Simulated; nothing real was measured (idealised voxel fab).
process module | voxel transistor to metal
cross-section cut | 150 nm wide | cells 5 nm
A cross-section is a grid of square cells, given in bands from the top down. A band is one or more rows of cells.
Each band's line starts with the height of the band's top and of its bottom, in nm. Then come its materials from left to right, each with its width in nm. One material with "throughout" fills the band from edge to edge. "air" is empty space.
Height 0 is the level under which the wafer as received is all one material. The lowest band goes on downwards, as in "0 down".
A width such as "30 to 40" changes by the same amount from each row of cells to the next, from the band's top row to its bottom row.
"no change" after a step means that no cell of the cross-section changed.
closed voids: empty space of 8 cells or more with no open way to the top, each as width x height at its distance from the left edge, in nm
after a step's settings: what the simulator itself notes on the step
overlay nm, on a step with a mask: how far to the right of its planned place the mask lay; to the left if negative
plan
1 op RECEIVE | material Si
2 op OXIDIZE | depth nm 5
3 op CONFORMAL_DEP | material SiN | thk nm 15
4 op DIRECTIONAL_DEP | material aC | thk nm 15
5 op PATTERN | tone cover | mask id ACTIVE | material resist | width nm 110 | thk nm 30 | overlay nm 0
6 op DIRECTIONAL_ETCH | etch materials aC | depth nm 15
7 op STRIP | etch materials resist
8 op DIRECTIONAL_ETCH | etch materials SiN | depth nm 15
9 op DIRECTIONAL_ETCH | etch materials SiO2 | depth nm 5
10 op DIRECTIONAL_ETCH | etch materials Si | depth nm 20
11 op STRIP | etch materials aC
12 op OXIDIZE | depth nm 5
13 op FILL_DEP | material SiO2 | thk nm 10
14 op CMP | height nm 15
15 op SELECTIVE_ETCH | etch materials SiO2 | depth nm 5
16 op STRIP | etch materials SiN
17 op SELECTIVE_ETCH | etch materials SiO2 | depth nm 5
18 op OXIDIZE | depth nm 5
19 op DIRECTIONAL_DEP | material polySi | thk nm 20
20 op DIRECTIONAL_DEP | material SiCN | thk nm 10
21 op DIRECTIONAL_DEP | material aC | thk nm 15
22 op PATTERN | tone cover | mask id GATE | material resist | width nm 30 | thk nm 35 | overlay nm 0
23 op DIRECTIONAL_ETCH | etch materials aC | depth nm 15
24 op STRIP | etch materials resist
25 op DIRECTIONAL_ETCH | etch materials SiCN | depth nm 20
26 op DIRECTIONAL_ETCH | etch materials polySi | depth nm 30
27 op STRIP | etch materials aC
28 op CONFORMAL_DEP | material SiO2 | thk nm 5
29 op DIRECTIONAL_ETCH | etch materials SiO2 | depth nm 5
30 op CONFORMAL_DEP | material SiN | thk nm 5
31 op DIRECTIONAL_ETCH | etch materials SiN | depth nm 5
32 op DIRECTIONAL_ETCH | etch materials SiO2 | depth nm 5
33 op DIRECTIONAL_ETCH | etch materials Si | depth nm 15
34 op EPI | material SiGe | thk nm 15
35 op FILL_DEP | material SiO2 | thk nm 5
36 op CMP | height nm 15
37 op STRIP | etch materials polySi
38 op SELECTIVE_ETCH | etch materials SiO2 | depth nm 5
39 op CONFORMAL_DEP | material HfO2 | thk nm 5
40 op CONFORMAL_DEP | material TiN | thk nm 5
41 op FILL_DEP | material W | thk nm 5
42 op CMP | height nm 10
43 op DIRECTIONAL_DEP | material SiO2 | thk nm 15
44 op PATTERN | tone open | mask id CONTACT | material resist | width nm 15 | pitch nm 85 | thk nm 20 | overlay nm 0
45 op DIRECTIONAL_ETCH | etch materials SiO2 | depth nm 35
46 op STRIP | etch materials resist
47 op CONFORMAL_DEP | material TiN | thk nm 5
48 op FILL_DEP | material W | thk nm 10
49 op CMP | height nm 25
50 op CONFORMAL_DEP | material SiN | thk nm 5
51 op DIRECTIONAL_DEP | material SiO2 | thk nm 25
52 op PATTERN | tone open | mask id METAL_1 | material resist | width nm 15 | pitch nm 85 | thk nm 15 | overlay nm 0
53 op DIRECTIONAL_ETCH | etch materials SiO2 | depth nm 25
54 op DIRECTIONAL_ETCH | etch materials SiN | depth nm 5
55 op STRIP | etch materials resist
56 op CONFORMAL_DEP | material TiN | thk nm 5
57 op FILL_DEP | material Cu | thk nm 10
58 op CMP | height nm 55
59 op EPI | material Ru | thk nm 5
60 op FILL_DEP | material SiCN | thk nm 5
61 op DIRECTIONAL_DEP | material lowk | thk nm 35
62 op DIRECTIONAL_DEP | material aC | thk nm 10
63 op PATTERN | tone open | mask id METAL_2 | material resist | width nm 15 | pitch nm 85 | thk nm 25 | overlay nm 0
64 op DIRECTIONAL_ETCH | etch materials aC | depth nm 10
65 op STRIP | etch materials resist
66 op DIRECTIONAL_ETCH | etch materials lowk | depth nm 20
67 op STRIP | etch materials aC
68 op DIRECTIONAL_DEP | material aC | thk nm 15
69 op PATTERN | tone open | mask id METAL_2_HOLES | material resist | width nm 15 | pitch nm 85 | thk nm 35 | overlay nm 0
70 op DIRECTIONAL_ETCH | etch materials aC | depth nm 15
71 op STRIP | etch materials resist
72 op DIRECTIONAL_ETCH | etch materials lowk | depth nm 15
73 op DIRECTIONAL_ETCH | etch materials SiCN | depth nm 5
74 op STRIP | etch materials aC
75 op CONFORMAL_DEP | material TiN | thk nm 5
76 op FILL_DEP | material Cu | thk nm 5
77 op CMP | height nm 100
78 op CONFORMAL_DEP | material SiCN | thk nm 5
first wafer, as planned
as received, after step 1
  0 down: Si throughout
  closed voids: none
after step 2
  0 to -5: SiO2 throughout
  below -5: unchanged
after step 3
  15 to 0: SiN throughout
  below 0: unchanged
after step 4
  30 to 15: aC throughout
  below 15: unchanged
after step 5
  60 to 30: air 20 | resist 110 | air 20
  below 30: unchanged
after step 6
  45 to 30: air 20 | resist 110 | air 20
  30 to 15: air 20 | aC 110 | air 20
  below 15: unchanged
after step 7
  30 to 15: air 20 | aC 110 | air 20
  below 15: unchanged
after step 8
  30 to 15: air 20 | aC 110 | air 20
  15 to 0: air 20 | SiN 110 | air 20
  below 0: unchanged
after step 9
  30 to 15: air 20 | aC 110 | air 20
  15 to 0: air 20 | SiN 110 | air 20
  0 to -5: air 20 | SiO2 110 | air 20
  below -5: unchanged
after step 10
  30 to 15: air 20 | aC 110 | air 20
  15 to 0: air 20 | SiN 110 | air 20
  0 to -5: air 20 | SiO2 110 | air 20
  -5 to -25: air 20 | Si 110 | air 20
  below -25: unchanged
after step 11
  15 to 0: air 20 | SiN 110 | air 20
  below 0: unchanged
after step 12
  15 to 0: air 20 | SiN 110 | air 20
  0 to -5: air 20 | SiO2 110 | air 20
  -5 to -25: air 20 | SiO2 5 | Si 100 | SiO2 5 | air 20
  -25 to -30: SiO2 25 | Si 100 | SiO2 25
  below -30: unchanged
after step 13
  25 to 15: SiO2 throughout
  15 to 0: SiO2 20 | SiN 110 | SiO2 20
  0 to -5: SiO2 throughout
  -5 to -30: SiO2 25 | Si 100 | SiO2 25
  below -30: unchanged
after step 14
  15 to 0: SiO2 20 | SiN 110 | SiO2 20
  below 0: unchanged
after step 15
  15 to 10: air 20 | SiN 110 | air 20
  below 10: unchanged
after step 16
  10 to 0: SiO2 20 | air 110 | SiO2 20
  below 0: unchanged
after step 17
  5 to -5: SiO2 15 | air 120 | SiO2 15
  below -5: unchanged
after step 18
  5 to -5: SiO2 15 | air 120 | SiO2 15
  -5 to -10: SiO2 throughout
  below -10: unchanged
after step 19
  25 to 15: polySi 15 | air 120 | polySi 15
  15 to 5: polySi throughout
  5 to -5: SiO2 15 | polySi 120 | SiO2 15
  below -5: unchanged
after step 20
  35 to 25: SiCN 15 | air 120 | SiCN 15
  25 to 15: polySi 15 | SiCN 120 | polySi 15
  below 15: unchanged
after step 21
  50 to 40: aC 15 | air 120 | aC 15
  40 to 35: aC throughout
  35 to 25: SiCN 15 | aC 120 | SiCN 15
  below 25: unchanged
after step 22
  85 to 50: air 60 | resist 30 | air 60
  50 to 40: aC 15 | air 45 | resist 30 | air 45 | aC 15
  below 40: unchanged
after step 23
  70 to 40: air 60 | resist 30 | air 60
  40 to 35: air 60 | aC 30 | air 60
  35 to 25: SiCN 15 | air 45 | aC 30 | air 45 | SiCN 15
  below 25: unchanged
after step 24
  40 to 35: air 60 | aC 30 | air 60
  below 35: unchanged
after step 25
  40 to 25: air 60 | aC 30 | air 60
  25 to 15: polySi 15 | air 45 | SiCN 30 | air 45 | polySi 15
  below 15: unchanged
after step 26
  40 to 25: air 60 | aC 30 | air 60
  25 to 15: air 60 | SiCN 30 | air 60
  15 to 5: air 60 | polySi 30 | air 60
  5 to -5: SiO2 15 | air 45 | polySi 30 | air 45 | SiO2 15
  below -5: unchanged
after step 27
  25 to 15: air 60 | SiCN 30 | air 60
  below 15: unchanged
after step 28
  30 to 25: air 55 | SiO2 40 | air 55
  25 to 15: air 55 | SiO2 5 | SiCN 30 | SiO2 5 | air 55
  15 to 10: air 55 | SiO2 5 | polySi 30 | SiO2 5 | air 55
  10 to 0: SiO2 20 | air 35 | SiO2 5 | polySi 30 | SiO2 5 | air 35 | SiO2 20
  0 to -5: SiO2 60 | polySi 30 | SiO2 60
  below -5: unchanged
after step 29
  25 to 15: air 55 | SiO2 5 | SiCN 30 | SiO2 5 | air 55
  15 to 5: air 55 | SiO2 5 | polySi 30 | SiO2 5 | air 55
  5 to -5: SiO2 20 | air 35 | SiO2 5 | polySi 30 | SiO2 5 | air 35 | SiO2 20
  below -5: unchanged
after step 30
  30 to 25: air 50 | SiN 50 | air 50
  25 to 15: air 50 | SiN 5 | SiO2 5 | SiCN 30 | SiO2 5 | SiN 5 | air 50
  15 to 10: air 50 | SiN 5 | SiO2 5 | polySi 30 | SiO2 5 | SiN 5 | air 50
  10 to 5: SiN 25 | air 25 | SiN 5 | SiO2 5 | polySi 30 | SiO2 5 | SiN 5 | air 25 | SiN 25
  5 to 0: SiO2 20 | SiN 5 | air 25 | SiN 5 | SiO2 5 | polySi 30 | SiO2 5 | SiN 5 | air 25 | SiN 5 | SiO2 20
  0 to -5: SiO2 20 | SiN 35 | SiO2 5 | polySi 30 | SiO2 5 | SiN 35 | SiO2 20
  below -5: unchanged
after step 31
  25 to 15: air 50 | SiN 5 | SiO2 5 | SiCN 30 | SiO2 5 | SiN 5 | air 50
  15 to 5: air 50 | SiN 5 | SiO2 5 | polySi 30 | SiO2 5 | SiN 5 | air 50
  5 to -5: SiO2 20 | SiN 5 | air 25 | SiN 5 | SiO2 5 | polySi 30 | SiO2 5 | SiN 5 | air 25 | SiN 5 | SiO2 20
  below -5: unchanged
after step 32
  25 to 20: air 50 | SiN 5 | air 5 | SiCN 30 | air 5 | SiN 5 | air 50
  20 to 15: air 50 | SiN 5 | SiO2 5 | SiCN 30 | SiO2 5 | SiN 5 | air 50
  15 to 5: air 50 | SiN 5 | SiO2 5 | polySi 30 | SiO2 5 | SiN 5 | air 50
  5 to 0: air 20 | SiN 5 | air 25 | SiN 5 | SiO2 5 | polySi 30 | SiO2 5 | SiN 5 | air 25 | SiN 5 | air 20
  0 to -5: SiO2 20 | SiN 5 | air 25 | SiN 5 | SiO2 5 | polySi 30 | SiO2 5 | SiN 5 | air 25 | SiN 5 | SiO2 20
  -5 to -10: SiO2 25 | air 25 | SiO2 50 | air 25 | SiO2 25
  below -10: unchanged
after step 33
  25 to 20: air 50 | SiN 5 | air 5 | SiCN 30 | air 5 | SiN 5 | air 50
  20 to 15: air 50 | SiN 5 | SiO2 5 | SiCN 30 | SiO2 5 | SiN 5 | air 50
  15 to 5: air 50 | SiN 5 | SiO2 5 | polySi 30 | SiO2 5 | SiN 5 | air 50
  5 to 0: air 20 | SiN 5 | air 25 | SiN 5 | SiO2 5 | polySi 30 | SiO2 5 | SiN 5 | air 25 | SiN 5 | air 20
  0 to -5: SiO2 20 | SiN 5 | air 25 | SiN 5 | SiO2 5 | polySi 30 | SiO2 5 | SiN 5 | air 25 | SiN 5 | SiO2 20
  -5 to -10: SiO2 25 | air 25 | SiO2 50 | air 25 | SiO2 25
  -10 to -25: SiO2 25 | air 25 | Si 50 | air 25 | SiO2 25
  below -25: unchanged
after step 34
  25 to 20: air 50 | SiN 5 | air 5 | SiCN 30 | air 5 | SiN 5 | air 50
  20 to 15: air 50 | SiN 5 | SiO2 5 | SiCN 30 | SiO2 5 | SiN 5 | air 50
  15 to 5: air 50 | SiN 5 | SiO2 5 | polySi 30 | SiO2 5 | SiN 5 | air 50
  5 to 0: air 20 | SiN 5 | air 10 | SiGe 15 | SiN 5 | SiO2 5 | polySi 30 | SiO2 5 | SiN 5 | SiGe 15 | air 10 | SiN 5 | air 20
  0 to -5: SiO2 20 | SiN 5 | air 10 | SiGe 15 | SiN 5 | SiO2 5 | polySi 30 | SiO2 5 | SiN 5 | SiGe 15 | air 10 | SiN 5 | SiO2 20
  -5 to -10: SiO2 25 | air 10 | SiGe 15 | SiO2 50 | SiGe 15 | air 10 | SiO2 25
  -10 to -25: SiO2 25 | SiGe 25 | Si 50 | SiGe 25 | SiO2 25
  below -25: unchanged
after step 35
  30 to 25: SiO2 throughout
  25 to 15: SiO2 50 | SiN 5 | SiO2 5 | SiCN 30 | SiO2 5 | SiN 5 | SiO2 50
  15 to 5: SiO2 50 | SiN 5 | SiO2 5 | polySi 30 | SiO2 5 | SiN 5 | SiO2 50
  5 to -5: SiO2 20 | SiN 5 | SiO2 10 | SiGe 15 | SiN 5 | SiO2 5 | polySi 30 | SiO2 5 | SiN 5 | SiGe 15 | SiO2 10 | SiN 5 | SiO2 20
  -5 to -10: SiO2 35 | SiGe 15 | SiO2 50 | SiGe 15 | SiO2 35
  below -10: unchanged
after step 36
  15 to 5: SiO2 50 | SiN 5 | SiO2 5 | polySi 30 | SiO2 5 | SiN 5 | SiO2 50
  below 5: unchanged
after step 37
  15 to 5: SiO2 50 | SiN 5 | SiO2 5 | air 30 | SiO2 5 | SiN 5 | SiO2 50
  5 to -5: SiO2 20 | SiN 5 | SiO2 10 | SiGe 15 | SiN 5 | SiO2 5 | air 30 | SiO2 5 | SiN 5 | SiGe 15 | SiO2 10 | SiN 5 | SiO2 20
  below -5: unchanged
after step 38
  15 to 10: air 50 | SiN 5 | air 40 | SiN 5 | air 50
  10 to 5: SiO2 50 | SiN 5 | air 40 | SiN 5 | SiO2 50
  5 to -5: SiO2 20 | SiN 5 | SiO2 10 | SiGe 15 | SiN 5 | air 40 | SiN 5 | SiGe 15 | SiO2 10 | SiN 5 | SiO2 20
  -5 to -10: SiO2 35 | SiGe 15 | SiO2 5 | air 40 | SiO2 5 | SiGe 15 | SiO2 35
  below -10: unchanged
after step 39
  20 to 15: air 45 | HfO2 15 | air 30 | HfO2 15 | air 45
  15 to 10: HfO2 50 | SiN 5 | HfO2 5 | air 30 | HfO2 5 | SiN 5 | HfO2 50
  10 to 5: SiO2 50 | SiN 5 | HfO2 5 | air 30 | HfO2 5 | SiN 5 | SiO2 50
  5 to -5: SiO2 20 | SiN 5 | SiO2 10 | SiGe 15 | SiN 5 | HfO2 5 | air 30 | HfO2 5 | SiN 5 | SiGe 15 | SiO2 10 | SiN 5 | SiO2 20
  -5 to -10: SiO2 35 | SiGe 15 | SiO2 5 | HfO2 40 | SiO2 5 | SiGe 15 | SiO2 35
  below -10: unchanged
after step 40
  25 to 20: air 40 | TiN 25 | air 20 | TiN 25 | air 40
  20 to 15: TiN 45 | HfO2 15 | TiN 5 | air 20 | TiN 5 | HfO2 15 | TiN 45
  15 to 10: HfO2 50 | SiN 5 | HfO2 5 | TiN 5 | air 20 | TiN 5 | HfO2 5 | SiN 5 | HfO2 50
  10 to 5: SiO2 50 | SiN 5 | HfO2 5 | TiN 5 | air 20 | TiN 5 | HfO2 5 | SiN 5 | SiO2 50
  5 to 0: SiO2 20 | SiN 5 | SiO2 10 | SiGe 15 | SiN 5 | HfO2 5 | TiN 5 | air 20 | TiN 5 | HfO2 5 | SiN 5 | SiGe 15 | SiO2 10 | SiN 5 | SiO2 20
  0 to -5: SiO2 20 | SiN 5 | SiO2 10 | SiGe 15 | SiN 5 | HfO2 5 | TiN 30 | HfO2 5 | SiN 5 | SiGe 15 | SiO2 10 | SiN 5 | SiO2 20
  below -5: unchanged
after step 41
  30 to 25: W throughout
  25 to 20: W 40 | TiN 25 | W 20 | TiN 25 | W 40
  20 to 15: TiN 45 | HfO2 15 | TiN 5 | W 20 | TiN 5 | HfO2 15 | TiN 45
  15 to 10: HfO2 50 | SiN 5 | HfO2 5 | TiN 5 | W 20 | TiN 5 | HfO2 5 | SiN 5 | HfO2 50
  10 to 5: SiO2 50 | SiN 5 | HfO2 5 | TiN 5 | W 20 | TiN 5 | HfO2 5 | SiN 5 | SiO2 50
  5 to 0: SiO2 20 | SiN 5 | SiO2 10 | SiGe 15 | SiN 5 | HfO2 5 | TiN 5 | W 20 | TiN 5 | HfO2 5 | SiN 5 | SiGe 15 | SiO2 10 | SiN 5 | SiO2 20
  below 0: unchanged
after step 42
  10 to 5: SiO2 50 | SiN 5 | HfO2 5 | TiN 5 | W 20 | TiN 5 | HfO2 5 | SiN 5 | SiO2 50
  below 5: unchanged
after step 43
  25 to 10: SiO2 throughout
  below 10: unchanged
after step 44
  45 to 25: resist 25 | air 15 | resist 70 | air 15 | resist 25
  below 25: unchanged
after step 45
  45 to 25: resist 25 | air 15 | resist 70 | air 15 | resist 25
  25 to 10: SiO2 25 | air 15 | SiO2 70 | air 15 | SiO2 25
  10 to 5: SiO2 25 | air 15 | SiO2 10 | SiN 5 | HfO2 5 | TiN 5 | W 20 | TiN 5 | HfO2 5 | SiN 5 | SiO2 10 | air 15 | SiO2 25
  5 to 0: SiO2 20 | SiN 5 | air 10 | SiGe 15 | SiN 5 | HfO2 5 | TiN 5 | W 20 | TiN 5 | HfO2 5 | SiN 5 | SiGe 15 | air 10 | SiN 5 | SiO2 20
  0 to -5: SiO2 20 | SiN 5 | air 10 | SiGe 15 | SiN 5 | HfO2 5 | TiN 30 | HfO2 5 | SiN 5 | SiGe 15 | air 10 | SiN 5 | SiO2 20
  -5 to -10: SiO2 25 | air 10 | SiGe 15 | SiO2 5 | HfO2 40 | SiO2 5 | SiGe 15 | air 10 | SiO2 25
  below -10: unchanged
after step 46
  25 to 10: SiO2 25 | air 15 | SiO2 70 | air 15 | SiO2 25
  below 10: unchanged
after step 47
  30 to 25: TiN 30 | air 5 | TiN 80 | air 5 | TiN 30
  25 to 10: SiO2 25 | TiN 5 | air 5 | TiN 5 | SiO2 70 | TiN 5 | air 5 | TiN 5 | SiO2 25
  10 to 5: SiO2 25 | TiN 15 | SiO2 10 | SiN 5 | HfO2 5 | TiN 5 | W 20 | TiN 5 | HfO2 5 | SiN 5 | SiO2 10 | TiN 15 | SiO2 25
  5 to 0: SiO2 20 | SiN 5 | TiN 10 | SiGe 15 | SiN 5 | HfO2 5 | TiN 5 | W 20 | TiN 5 | HfO2 5 | SiN 5 | SiGe 15 | TiN 10 | SiN 5 | SiO2 20
  0 to -5: SiO2 20 | SiN 5 | TiN 10 | SiGe 15 | SiN 5 | HfO2 5 | TiN 30 | HfO2 5 | SiN 5 | SiGe 15 | TiN 10 | SiN 5 | SiO2 20
  -5 to -10: SiO2 25 | TiN 10 | SiGe 15 | SiO2 5 | HfO2 40 | SiO2 5 | SiGe 15 | TiN 10 | SiO2 25
  below -10: unchanged
after step 48
  40 to 30: W throughout
  30 to 25: TiN 30 | W 5 | TiN 80 | W 5 | TiN 30
  25 to 10: SiO2 25 | TiN 5 | W 5 | TiN 5 | SiO2 70 | TiN 5 | W 5 | TiN 5 | SiO2 25
  below 10: unchanged
after step 49
  25 to 10: SiO2 25 | TiN 5 | W 5 | TiN 5 | SiO2 70 | TiN 5 | W 5 | TiN 5 | SiO2 25
  below 10: unchanged
after step 50
  30 to 25: SiN throughout
  below 25: unchanged
after step 51
  55 to 30: SiO2 throughout
  below 30: unchanged
after step 52
  70 to 55: resist 25 | air 15 | resist 70 | air 15 | resist 25
  below 55: unchanged
after step 53
  70 to 55: resist 25 | air 15 | resist 70 | air 15 | resist 25
  55 to 30: SiO2 25 | air 15 | SiO2 70 | air 15 | SiO2 25
  below 30: unchanged
after step 54
  70 to 55: resist 25 | air 15 | resist 70 | air 15 | resist 25
  55 to 30: SiO2 25 | air 15 | SiO2 70 | air 15 | SiO2 25
  30 to 25: SiN 25 | air 15 | SiN 70 | air 15 | SiN 25
  below 25: unchanged
after step 55
  55 to 30: SiO2 25 | air 15 | SiO2 70 | air 15 | SiO2 25
  below 30: unchanged
after step 56
  60 to 55: TiN 30 | air 5 | TiN 80 | air 5 | TiN 30
  55 to 30: SiO2 25 | TiN 5 | air 5 | TiN 5 | SiO2 70 | TiN 5 | air 5 | TiN 5 | SiO2 25
  30 to 25: SiN 25 | TiN 15 | SiN 70 | TiN 15 | SiN 25
  below 25: unchanged
after step 57
  70 to 60: Cu throughout
  60 to 55: TiN 30 | Cu 5 | TiN 80 | Cu 5 | TiN 30
  55 to 30: SiO2 25 | TiN 5 | Cu 5 | TiN 5 | SiO2 70 | TiN 5 | Cu 5 | TiN 5 | SiO2 25
  below 30: unchanged
after step 58
  55 to 30: SiO2 25 | TiN 5 | Cu 5 | TiN 5 | SiO2 70 | TiN 5 | Cu 5 | TiN 5 | SiO2 25
  below 30: unchanged
after step 59
  60 to 55: air 20 | Ru 25 | air 60 | Ru 25 | air 20
  below 55: unchanged
after step 60
  65 to 60: SiCN throughout
  60 to 55: SiCN 20 | Ru 25 | SiCN 60 | Ru 25 | SiCN 20
  below 55: unchanged
after step 61
  100 to 65: lowk throughout
  below 65: unchanged
after step 62
  110 to 100: aC throughout
  below 100: unchanged
after step 63
  135 to 110: resist 25 | air 15 | resist 70 | air 15 | resist 25
  below 110: unchanged
after step 64
  125 to 110: resist 25 | air 15 | resist 70 | air 15 | resist 25
  110 to 100: aC 25 | air 15 | aC 70 | air 15 | aC 25
  below 100: unchanged
after step 65
  110 to 100: aC 25 | air 15 | aC 70 | air 15 | aC 25
  below 100: unchanged
after step 66
  110 to 100: aC 25 | air 15 | aC 70 | air 15 | aC 25
  100 to 80: lowk 25 | air 15 | lowk 70 | air 15 | lowk 25
  below 80: unchanged
after step 67
  100 to 80: lowk 25 | air 15 | lowk 70 | air 15 | lowk 25
  below 80: unchanged
after step 68
  115 to 100: aC 25 | air 15 | aC 70 | air 15 | aC 25
  100 to 95: lowk 25 | air 15 | lowk 70 | air 15 | lowk 25
  95 to 80: lowk 25 | aC 15 | lowk 70 | aC 15 | lowk 25
  below 80: unchanged
after step 69
  150 to 115: resist 25 | air 15 | resist 70 | air 15 | resist 25
  below 115: unchanged
after step 70
  135 to 115: resist 25 | air 15 | resist 70 | air 15 | resist 25
  115 to 100: aC 25 | air 15 | aC 70 | air 15 | aC 25
  100 to 80: lowk 25 | air 15 | lowk 70 | air 15 | lowk 25
  below 80: unchanged
after step 71
  115 to 100: aC 25 | air 15 | aC 70 | air 15 | aC 25
  below 100: unchanged
after step 72
  115 to 100: aC 25 | air 15 | aC 70 | air 15 | aC 25
  100 to 65: lowk 25 | air 15 | lowk 70 | air 15 | lowk 25
  below 65: unchanged
after step 73
  115 to 100: aC 25 | air 15 | aC 70 | air 15 | aC 25
  100 to 65: lowk 25 | air 15 | lowk 70 | air 15 | lowk 25
  65 to 60: SiCN 25 | air 15 | SiCN 70 | air 15 | SiCN 25
  below 60: unchanged
after step 74
  100 to 65: lowk 25 | air 15 | lowk 70 | air 15 | lowk 25
  below 65: unchanged
after step 75
  105 to 100: TiN 30 | air 5 | TiN 80 | air 5 | TiN 30
  100 to 65: lowk 25 | TiN 5 | air 5 | TiN 5 | lowk 70 | TiN 5 | air 5 | TiN 5 | lowk 25
  65 to 60: SiCN 25 | TiN 15 | SiCN 70 | TiN 15 | SiCN 25
  below 60: unchanged
after step 76
  110 to 105: Cu throughout
  105 to 100: TiN 30 | Cu 5 | TiN 80 | Cu 5 | TiN 30
  100 to 65: lowk 25 | TiN 5 | Cu 5 | TiN 5 | lowk 70 | TiN 5 | Cu 5 | TiN 5 | lowk 25
  below 65: unchanged
after step 77
  100 to 65: lowk 25 | TiN 5 | Cu 5 | TiN 5 | lowk 70 | TiN 5 | Cu 5 | TiN 5 | lowk 25
  below 65: unchanged
after step 78
  105 to 100: SiCN throughout
  below 100: unchanged
second wafer: like start, like plan, one mistake. Through step 42 it matches the first wafer
when step 43 should have ended
  40 to 10: SiO2 throughout
  below 10: unchanged
when step 44 should have ended
  60 to 40: resist 25 | air 15 | resist 70 | air 15 | resist 25
  below 40: unchanged
when step 45 should have ended
  60 to 40: resist 25 | air 15 | resist 70 | air 15 | resist 25
  40 to 10: SiO2 25 | air 15 | SiO2 70 | air 15 | SiO2 25
  10 to 5: SiO2 25 | air 15 | SiO2 10 | SiN 5 | HfO2 5 | TiN 5 | W 20 | TiN 5 | HfO2 5 | SiN 5 | SiO2 10 | air 15 | SiO2 25
  below 5: unchanged
when step 46 should have ended
  40 to 10: SiO2 25 | air 15 | SiO2 70 | air 15 | SiO2 25
  below 10: unchanged
when step 47 should have ended
  45 to 40: TiN 30 | air 5 | TiN 80 | air 5 | TiN 30
  40 to 10: SiO2 25 | TiN 5 | air 5 | TiN 5 | SiO2 70 | TiN 5 | air 5 | TiN 5 | SiO2 25
  10 to 5: SiO2 25 | TiN 15 | SiO2 10 | SiN 5 | HfO2 5 | TiN 5 | W 20 | TiN 5 | HfO2 5 | SiN 5 | SiO2 10 | TiN 15 | SiO2 25
  below 5: unchanged
when step 48 should have ended
  55 to 45: W throughout
  45 to 40: TiN 30 | W 5 | TiN 80 | W 5 | TiN 30
  40 to 10: SiO2 25 | TiN 5 | W 5 | TiN 5 | SiO2 70 | TiN 5 | W 5 | TiN 5 | SiO2 25
  below 10: unchanged
when step 49 should have ended
  25 to 10: SiO2 25 | TiN 5 | W 5 | TiN 5 | SiO2 70 | TiN 5 | W 5 | TiN 5 | SiO2 25
  below 10: unchanged
when step 50 should have ended
  30 to 25: SiN throughout
  below 25: unchanged
when step 51 should have ended
  55 to 30: SiO2 throughout
  below 30: unchanged
when step 52 should have ended
  70 to 55: resist 25 | air 15 | resist 70 | air 15 | resist 25
  below 55: unchanged
when step 53 should have ended
  70 to 55: resist 25 | air 15 | resist 70 | air 15 | resist 25
  55 to 30: SiO2 25 | air 15 | SiO2 70 | air 15 | SiO2 25
  below 30: unchanged
when step 54 should have ended
  70 to 55: resist 25 | air 15 | resist 70 | air 15 | resist 25
  55 to 30: SiO2 25 | air 15 | SiO2 70 | air 15 | SiO2 25
  30 to 25: SiN 25 | air 15 | SiN 70 | air 15 | SiN 25
  below 25: unchanged
when step 55 should have ended
  55 to 30: SiO2 25 | air 15 | SiO2 70 | air 15 | SiO2 25
  below 30: unchanged
when step 56 should have ended
  60 to 55: TiN 30 | air 5 | TiN 80 | air 5 | TiN 30
  55 to 30: SiO2 25 | TiN 5 | air 5 | TiN 5 | SiO2 70 | TiN 5 | air 5 | TiN 5 | SiO2 25
  30 to 25: SiN 25 | TiN 15 | SiN 70 | TiN 15 | SiN 25
  below 25: unchanged
when step 57 should have ended
  70 to 60: Cu throughout
  60 to 55: TiN 30 | Cu 5 | TiN 80 | Cu 5 | TiN 30
  55 to 30: SiO2 25 | TiN 5 | Cu 5 | TiN 5 | SiO2 70 | TiN 5 | Cu 5 | TiN 5 | SiO2 25
  below 30: unchanged
when step 58 should have ended
  55 to 30: SiO2 25 | TiN 5 | Cu 5 | TiN 5 | SiO2 70 | TiN 5 | Cu 5 | TiN 5 | SiO2 25
  below 30: unchanged
when step 59 should have ended
  60 to 55: air 20 | Ru 25 | air 60 | Ru 25 | air 20
  below 55: unchanged
when step 60 should have ended
  65 to 60: SiCN throughout
  60 to 55: SiCN 20 | Ru 25 | SiCN 60 | Ru 25 | SiCN 20
  below 55: unchanged
when step 61 should have ended
  100 to 65: lowk throughout
  below 65: unchanged
when step 62 should have ended
  110 to 100: aC throughout
  below 100: unchanged
when step 63 should have ended
  135 to 110: resist 25 | air 15 | resist 70 | air 15 | resist 25
  below 110: unchanged
when step 64 should have ended
  125 to 110: resist 25 | air 15 | resist 70 | air 15 | resist 25
  110 to 100: aC 25 | air 15 | aC 70 | air 15 | aC 25
  below 100: unchanged
when step 65 should have ended
  110 to 100: aC 25 | air 15 | aC 70 | air 15 | aC 25
  below 100: unchanged
when step 66 should have ended
  110 to 100: aC 25 | air 15 | aC 70 | air 15 | aC 25
  100 to 80: lowk 25 | air 15 | lowk 70 | air 15 | lowk 25
  below 80: unchanged
when step 67 should have ended
  100 to 80: lowk 25 | air 15 | lowk 70 | air 15 | lowk 25
  below 80: unchanged
when step 68 should have ended
  115 to 100: aC 25 | air 15 | aC 70 | air 15 | aC 25
  100 to 95: lowk 25 | air 15 | lowk 70 | air 15 | lowk 25
  95 to 80: lowk 25 | aC 15 | lowk 70 | aC 15 | lowk 25
  below 80: unchanged
when step 69 should have ended
  150 to 115: resist 25 | air 15 | resist 70 | air 15 | resist 25
  below 115: unchanged
when step 70 should have ended
  135 to 115: resist 25 | air 15 | resist 70 | air 15 | resist 25
  115 to 100: aC 25 | air 15 | aC 70 | air 15 | aC 25
  100 to 80: lowk 25 | air 15 | lowk 70 | air 15 | lowk 25
  below 80: unchanged
when step 71 should have ended
  115 to 100: aC 25 | air 15 | aC 70 | air 15 | aC 25
  below 100: unchanged
when step 72 should have ended
  115 to 100: aC 25 | air 15 | aC 70 | air 15 | aC 25
  100 to 65: lowk 25 | air 15 | lowk 70 | air 15 | lowk 25
  below 65: unchanged
when step 73 should have ended
  115 to 100: aC 25 | air 15 | aC 70 | air 15 | aC 25
  100 to 65: lowk 25 | air 15 | lowk 70 | air 15 | lowk 25
  65 to 60: SiCN 25 | air 15 | SiCN 70 | air 15 | SiCN 25
  below 60: unchanged
when step 74 should have ended
  100 to 65: lowk 25 | air 15 | lowk 70 | air 15 | lowk 25
  below 65: unchanged
when step 75 should have ended
  105 to 100: TiN 30 | air 5 | TiN 80 | air 5 | TiN 30
  100 to 65: lowk 25 | TiN 5 | air 5 | TiN 5 | lowk 70 | TiN 5 | air 5 | TiN 5 | lowk 25
  65 to 60: SiCN 25 | TiN 15 | SiCN 70 | TiN 15 | SiCN 25
  below 60: unchanged
when step 76 should have ended
  110 to 105: Cu throughout
  105 to 100: TiN 30 | Cu 5 | TiN 80 | Cu 5 | TiN 30
  100 to 65: lowk 25 | TiN 5 | Cu 5 | TiN 5 | lowk 70 | TiN 5 | Cu 5 | TiN 5 | lowk 25
  below 65: unchanged
when step 77 should have ended
  100 to 65: lowk 25 | TiN 5 | Cu 5 | TiN 5 | lowk 70 | TiN 5 | Cu 5 | TiN 5 | lowk 25
  below 65: unchanged
when step 78 should have ended
  105 to 100: SiCN throughout
  below 100: unchanged
what went wrong: step 43 was run twice
at the end the second wafer has, in cells: 12 more of SiO2 | 12 fewer of TiN
